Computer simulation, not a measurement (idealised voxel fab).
This section sets out a process module, namely voxel self aligned contacts.
Cross-section cut spans 170 nm and uses square cells 5 nm in size.
A cross-section is a grid of square cells, given in bands from the top down. A band is one or more rows of cells.
For a band, the entry starts with two heights in nm, that of the top and then that of the bottom, and carries on with the band's materials in order from left to right, each alongside its width in nm; the word "edge to edge" beside a single material means it fills the band edge to edge, and "empty" means empty space.
Measure heights from 0. That's the level where, below it, the as-received wafer is all one material. The lowest band is bottomless and extends downward; write it as in "0 nm and below".
Width: "30 to 40" (first number = top row, second number = bottom row, same change from row to row of cells).
Where a step carries "left unchanged", the cross-section came out of it unchanged, cell for cell.
Look at "Encapsulated voids" for the closed voids: empty spaces with no open path to the top, sized 8 cells or up. Each is width x height at distance, distance from the left edge, all nm.
Heads up: the bit after the settings on a step's line is the simulator's remark on that step.
overlay nm: mask right of planned place by this much (step with mask). Neg. = left.

-- So here's the lineup of process steps we planned
- 1: RECEIVE, material Si
- 2: CONFORMAL_DEP, material SiO2, thk nm 5
- 3: DIRECTIONAL_DEP, material polySi, thk nm 30
- 4: DIRECTIONAL_DEP, material SiN, thk nm 15
- 5: MASKED_ETCH, tone cover, mask id GATE, width nm 25, pitch nm 50, etch materials SiN, depth nm 15, overlay nm 0
- 6: MASKED_ETCH, tone cover, mask id GATE, width nm 25, pitch nm 50, etch materials polySi, depth nm 30, overlay nm 0
- 7: CONFORMAL_DEP, material SiN, thk nm 5
- 8: DIRECTIONAL_ETCH, etch materials SiN, depth nm 5
- 9: FILL_DEP, material SiO2, thk nm 15
- 10: CMP, height nm 60
- 11: DIRECTIONAL_DEP, material aC, thk nm 10
- 12: PATTERN, tone open, mask id CONTACT, material resist, width nm 35, pitch nm 50, thk nm 30, overlay nm 0
- 13: DIRECTIONAL_ETCH, etch materials aC, depth nm 10
- 14: STRIP, etch materials resist
- 15: DIRECTIONAL_ETCH, etch materials SiO2, depth nm 60
- 16: STRIP, etch materials aC
- 17: CONFORMAL_DEP, material TiN, thk nm 5
- 18: FILL_DEP, material Ru, thk nm 5
- 19: CMP, height nm 60
- 20: CONFORMAL_DEP, material SiCN, thk nm 5

-- Incoming wafer, cross-sectional view, post step 1
    0 nm and below = Si edge to edge
    Encapsulated voids: none

-- This is how the wafer looks in cross-section once the module is done, given the starting state and plan above and one mistake in carrying the plan out
    65 nm to 60 nm = SiCN edge to edge
    60 nm to 50 nm = SiO2 40, then TiN 5 to 15, then Ru 25 to 5, then TiN 5 to 15, then SiO2 15, then TiN 5 to 15, then Ru 25 to 5, then TiN 5 to 15, then SiO2 45
    50 nm to 40 nm = SiO2 15, then SiN 35, then TiN 5, then Ru 5, then TiN 5, then SiN 35, then TiN 5, then Ru 5, then TiN 5, then SiN 35, then SiO2 20
    40 nm to 35 nm = SiO2 15, then SiN 35, then TiN 15, then SiN 35, then TiN 15, then SiN 35, then SiO2 20
    35 nm to 5 nm = TiN edge to edge
    5 nm to 0 nm = SiO2 edge to edge
    0 nm and below = Si edge to edge
    Encapsulated voids: none
Finding, execution versus plan: step 3 ran as: DIRECTIONAL_DEP, material TiN, thk nm 30
